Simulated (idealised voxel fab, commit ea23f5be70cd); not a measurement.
process module | voxel released beams
cross-section cut | 160 nm wide | cells 5 nm
A cross-section is a grid of square cells, given in bands from the top down. A band is one or more rows of cells.
Each band's line starts with the height of the band's top and of its bottom, in nm. Then come its materials from left to right, each with its width in nm. One material with "throughout" fills the band from edge to edge. "air" is empty space.
Height 0 is the level under which the wafer as received is all one material. The lowest band goes on downwards, as in "0 down".
A width such as "30 to 40" changes by the same amount from each row of cells to the next, from the band's top row to its bottom row.
"no change" after a step means that no cell of the cross-section changed.
closed voids: empty space of 8 cells or more with no open way to the top, each as width x height at its distance from the left edge, in nm
after a step's settings: what the simulator itself notes on the step
overlay nm, on a step with a mask: how far to the right of its planned place the mask lay; to the left if negative
plan
1 op RECEIVE | material Si
2 op CONFORMAL_DEP | material SiN | thk nm 5
3 op DIRECTIONAL_DEP | material SiO2 | thk nm 10
4 op DIRECTIONAL_DEP | material aC | thk nm 10
5 op PATTERN | tone open | mask id ANCHOR | material resist | width nm 30 | thk nm 30 | overlay nm 0
6 op DIRECTIONAL_ETCH | etch materials aC | depth nm 10
7 op STRIP | etch materials resist
8 op DIRECTIONAL_ETCH | etch materials SiO2 | depth nm 10
9 op STRIP | etch materials aC
10 op CONFORMAL_DEP | material polySi | thk nm 10
11 op PATTERN | tone cover | mask id BEAM | material resist | width nm 105 | thk nm 15 | overlay nm 0
12 op DIRECTIONAL_ETCH | etch materials polySi | depth nm 10
13 op STRIP | etch materials resist
14 op STRIP | etch materials SiO2
first wafer, as planned
as received, after step 1
  0 down: Si throughout
  closed voids: none
after step 2
  5 to 0: SiN throughout
  below 0: unchanged
after step 3
  15 to 5: SiO2 throughout
  below 5: unchanged
after step 4
  25 to 15: aC throughout
  below 15: unchanged
after step 5
  55 to 25: resist 30 | air 30 | resist 100
  below 25: unchanged
after step 6
  45 to 25: resist 30 | air 30 | resist 100
  25 to 15: aC 30 | air 30 | aC 100
  below 15: unchanged
after step 7
  25 to 15: aC 30 | air 30 | aC 100
  below 15: unchanged
after step 8
  25 to 15: aC 30 | air 30 | aC 100
  15 to 5: SiO2 30 | air 30 | SiO2 100
  below 5: unchanged
after step 9
  15 to 5: SiO2 30 | air 30 | SiO2 100
  below 5: unchanged
after step 10
  25 to 15: polySi 40 | air 10 | polySi 110
  15 to 5: SiO2 30 | polySi 30 | SiO2 100
  below 5: unchanged
after step 11
  40 to 25: air 25 | resist 105 | air 30
  25 to 15: polySi 40 | resist 10 | polySi 110
  below 15: unchanged
after step 12
  40 to 25: air 25 | resist 105 | air 30
  25 to 15: air 25 | polySi 15 | resist 10 | polySi 80 | air 30
  below 15: unchanged
after step 13
  25 to 15: air 25 | polySi 15 | air 10 | polySi 80 | air 30
  below 15: unchanged
after step 14
  25 to 15: air 25 | polySi 15 | air 10 | polySi 80 | air 30
  15 to 5: air 30 | polySi 30 | air 100
  below 5: unchanged
second wafer: like start, like plan, one mistake. Through step 1 it matches the first wafer
when step 2 should have ended
  10 to 0: SiO2 throughout
  below 0: unchanged
when step 3 should have ended
  15 to 10: SiN throughout
  below 10: unchanged
when step 4 should have ended
  25 to 15: aC throughout
  below 15: unchanged
when step 5 should have ended
  55 to 25: resist 30 | air 30 | resist 100
  below 25: unchanged
when step 6 should have ended
  45 to 25: resist 30 | air 30 | resist 100
  25 to 15: aC 30 | air 30 | aC 100
  below 15: unchanged
when step 7 should have ended
  25 to 15: aC 30 | air 30 | aC 100
  below 15: unchanged
when step 8 should have ended: no change
when step 9 should have ended
  15 to 10: SiN throughout
  below 10: unchanged
when step 10 should have ended
  25 to 15: polySi throughout
  below 15: unchanged
when step 11 should have ended
  40 to 25: air 25 | resist 105 | air 30
  below 25: unchanged
when step 12 should have ended
  40 to 25: air 25 | resist 105 | air 30
  25 to 15: air 25 | polySi 105 | air 30
  below 15: unchanged
when step 13 should have ended
  25 to 15: air 25 | polySi 105 | air 30
  below 15: unchanged
when step 14 should have ended: no change
what went wrong: steps 2 and 3 were swapped
at the end the second wafer has, in cells: 64 more of SiO2 | 8 fewer of polySi
